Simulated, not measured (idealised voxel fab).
Name of the process module below: voxel self aligned vias
Each square cell in cross-section cut measures 5 nm, and the section as a whole is 255 nm wide.
Cross-section layout: square cells on a grid; listed as bands, top to bottom; a band spans one or more cell rows.
Look at the band entry: it leads with the top's height and the bottom's height in nm. Then it lists the materials left to right, with a width in nm for each. The word "throughout" on a single material says that material fills the band edge to edge. The word "air" is empty space.
Heads up on the height convention: 0 is the point under which the incoming wafer is all one material, and the lowest band has no bottom, it just keeps going down, like "from 0 down".
Think of "30 to 40" as a width that walks from the first number to the second as you go down the band, top row to bottom row, taking equal-sized steps from row to row.
The designation "no change occurred", where it is given for a processing step, indicates that no cell of the cross-section was altered in the course of that step.
Enclosed voids (no open way to top), threshold 8 cells or more, entry "Closed void entries", notation width x height at distance, distance from left edge, nm.
Step line, after settings: the simulator's comment on this step.
Steps that use a mask can have "overlay nm" on their line. It says how far the mask sat to the right of where it was meant to be. Negative means to the left.

## So here's the lineup of process steps we planned
| 1 | RECEIVE with material Si |
| 2 | CONFORMAL_DEP with material SiO2, thk nm 10 |
| 3 | CONFORMAL_DEP with material SiCN, thk nm 5 |
| 4 | DIRECTIONAL_DEP with material lowk, thk nm 20 |
| 5 | MASKED_ETCH with tone open, mask id LINES, width nm 20, pitch nm 55, etch materials lowk, depth nm 20, overlay nm 0 |
| 6 | CONFORMAL_DEP with material TiN, thk nm 5 |
| 7 | FILL_DEP with material W, thk nm 5 |
| 8 | CMP with height nm 35 |
| 9 | SELECTIVE_ETCH with etch materials W Ru TiN, depth nm 5 |
| 10 | FILL_DEP with material SiN, thk nm 10 |
| 11 | CMP with height nm 35 |
| 12 | DIRECTIONAL_DEP with material lowk, thk nm 20 |
| 13 | PATTERN with tone open, mask id VIAS, material resist, width nm 40, pitch nm 55, thk nm 20, overlay nm 0 |
| 14 | DIRECTIONAL_ETCH with etch materials lowk, depth nm 10 |
| 15 | DIRECTIONAL_ETCH with etch materials SiN, depth nm 5 |
| 16 | STRIP with etch materials resist |
| 17 | CONFORMAL_DEP with material TiN, thk nm 5 |
| 18 | FILL_DEP with material Ru, thk nm 10 |
| 19 | CMP with height nm 55 |
| 20 | CONFORMAL_DEP with material SiCN, thk nm 5 |
Variable across wafers: step 14 depth nm (plan value is that of the first wafer; starting state common to all).

## Cross-section, first of several wafers, as delivered after step 1
    from 0 down = Si throughout
    Closed void entries: none

## Row per wafer, end-of-module: cell gain (+)/loss (-) by material since the wafer came in, then closed voids
depth nm 10 | +18 Ru | +102 SiCN | +12 SiN | +102 SiO2 | +54 TiN | +12 W | +312 lowk | Closed void entries: none
depth nm 15 | +36 Ru | +102 SiCN | +12 SiN | +102 SiO2 | +60 TiN | +12 W | +288 lowk | Closed void entries: none
depth nm 20 | +60 Ru | +102 SiCN | +102 SiO2 | +72 TiN | +12 W | +264 lowk | Closed void entries: none
depth nm 25 | +72 Ru | +102 SiCN | +102 SiO2 | +72 TiN | +12 W | +252 lowk | Closed void entries: none
depth nm 30 | +72 Ru | +102 SiCN | +102 SiO2 | +84 TiN | +12 W | +240 lowk | Closed void entries: none
depth nm 35 | +72 Ru | +102 SiCN | +102 SiO2 | +96 TiN | +12 W | +228 lowk | Closed void entries: none
